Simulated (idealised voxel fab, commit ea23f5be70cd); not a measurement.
The following process module bears the name voxel air gaps.
In the cross-section labelled cut, the width is 190 nm and each square cell is 5 nm.
Cross-section, as written here: a square-cell grid given band by band from the top down, where a band holds one or more rows of cells.
First you get the band's top height and its bottom height, in nm, and then the materials it's made of, left to right, with each width in nm. If you see a single material with "all across", that one covers the band edge to edge. "blank" is empty space.
Height datum 0, below which the as-received substrate wafer is one material. Lowest band open at the bottom, running downward: "0 and below".
So if you see something like "30..40" for the width, read it as the top row of the band sitting at the first number and the bottom row at the second, with every row in between moving by the same amount as the last.
Where the words "no modifications" appear for a step, the cross-section shows no cell changed by that step; every cell remained as before.
The label "Voids, enclosed" introduces a list of the empty spaces, 8 cells or larger, that have no open way up to the top; each entry in it reads width x height at distance, where the distance is taken from the left edge and all three are stated in nm.
Formally, on a step line, whatever follows the settings is a remark that the simulator itself makes on the step.
Regarding "overlay nm": on a step with a mask, it is the distance the mask lay to the right of its planned place; a negative value places it to the left.
Steps planned for the process
step 1: RECEIVE [material Si]
step 2: CONFORMAL_DEP [material SiO2] [thk nm 15]
step 3: CONFORMAL_DEP [material SiCN] [thk nm 5]
step 4: DIRECTIONAL_DEP [material lowk] [thk nm 35]
step 5: DIRECTIONAL_DEP [material aC] [thk nm 15]
step 6: PATTERN [tone open] [mask id LINES] [material resist] [width nm 15] [pitch nm 45] [thk nm 30] [overlay nm 0]
step 7: DIRECTIONAL_ETCH [etch materials aC] [depth nm 15]
step 8: STRIP [etch materials resist]
step 9: DIRECTIONAL_ETCH [etch materials lowk] [depth nm 35]
step 10: STRIP [etch materials aC]
step 11: CONFORMAL_DEP [material TiN] [thk nm 5]
step 12: FILL_DEP [material Cu] [thk nm 10]
step 13: CMP [height nm 55]
step 14: EPI [material Ru] [thk nm 10]
step 15: SELECTIVE_ETCH [etch materials lowk] [depth nm 45]
step 16: CONFORMAL_DEP [material SiCN] [thk nm 5]
Wafer cross-section on receipt, i.e. after step 1
* 0 and below = Si all across
* Voids, enclosed: none
The first of two wafers, cross-sectioned at the end of the module, with the run proceeding as planned
* 70 down to 65 = 25 of blank; 135 of SiCN; 30 of blank
* 65 down to 55 = 25 of blank; 5 of SiCN; 35 of Ru; 10 of SiCN; 35 of Ru; 10 of SiCN; 35 of Ru; 5 of SiCN; 30 of blank
* 55 down to 50 = 25 of blank; 15 of SiCN; 5 of TiN; 5 of Cu; 5 of TiN; 30 of SiCN; 5 of TiN; 5 of Cu; 5 of TiN; 30 of SiCN; 5 of TiN; 5 of Cu; 5 of TiN; 15 of SiCN; 30 of blank
* 50 down to 25 = 35 of blank; 5 of SiCN; 5 of TiN; 5 of Cu; 5 of TiN; 5 of SiCN; 20 of blank; 5 of SiCN; 5 of TiN; 5 of Cu; 5 of TiN; 5 of SiCN; 20 of blank; 5 of SiCN; 5 of TiN; 5 of Cu; 5 of TiN; 5 of SiCN; 40 of blank
* 25 down to 20 = 40 of SiCN; 15 of TiN; 30 of SiCN; 15 of TiN; 30 of SiCN; 15 of TiN; 45 of SiCN
* 20 down to 15 = SiCN all across
* 15 down to 0 = SiO2 all across
* 0 and below = Si all across
* Voids, enclosed: 20 x 25 at 60; 20 x 25 at 105
Second of two wafers, module complete, sectioned: it shares the first wafer's start and plan but was run with one mistake
* 70 down to 65 = 25 of blank; 135 of SiCN; 30 of blank
* 65 down to 55 = 25 of blank; 5 of SiCN; 35 of Ru; 10 of SiCN; 35 of Ru; 10 of SiCN; 35 of Ru; 5 of SiCN; 30 of blank
* 55 down to 50 = 25 of blank; 15 of SiCN; 5 of TiN; 5 of Cu; 5 of TiN; 30 of SiCN; 5 of TiN; 5 of Cu; 5 of TiN; 30 of SiCN; 5 of TiN; 5 of Cu; 5 of TiN; 15 of SiCN; 30 of blank
* 50 down to 25 = 35 of blank; 5 of SiCN; 5 of TiN; 5 of Cu; 5 of TiN; 5 of SiCN; 20 of blank; 5 of SiCN; 5 of TiN; 5 of Cu; 5 of TiN; 5 of SiCN; 20 of blank; 5 of SiCN; 5 of TiN; 5 of Cu; 5 of TiN; 5 of SiCN; 40 of blank
* 25 down to 20 = 40 of SiCN; 15 of TiN; 30 of SiCN; 15 of TiN; 30 of SiCN; 15 of TiN; 45 of SiCN
* 20 down to 15 = SiCN all across
* 15 down to 0 = aC all across
* 0 and below = Si all across
* Voids, enclosed: 20 x 25 at 60; 20 x 25 at 105
In executing the process, a mistake was made relative to the plan: note that step 2 departed from the planned setting and was carried out as CONFORMAL_DEP [material aC] [thk nm 15]
The closing comparison, in cells, has the second wafer with more or fewer of some materials than the first: SiO2: 114 fewer | aC: 114 more
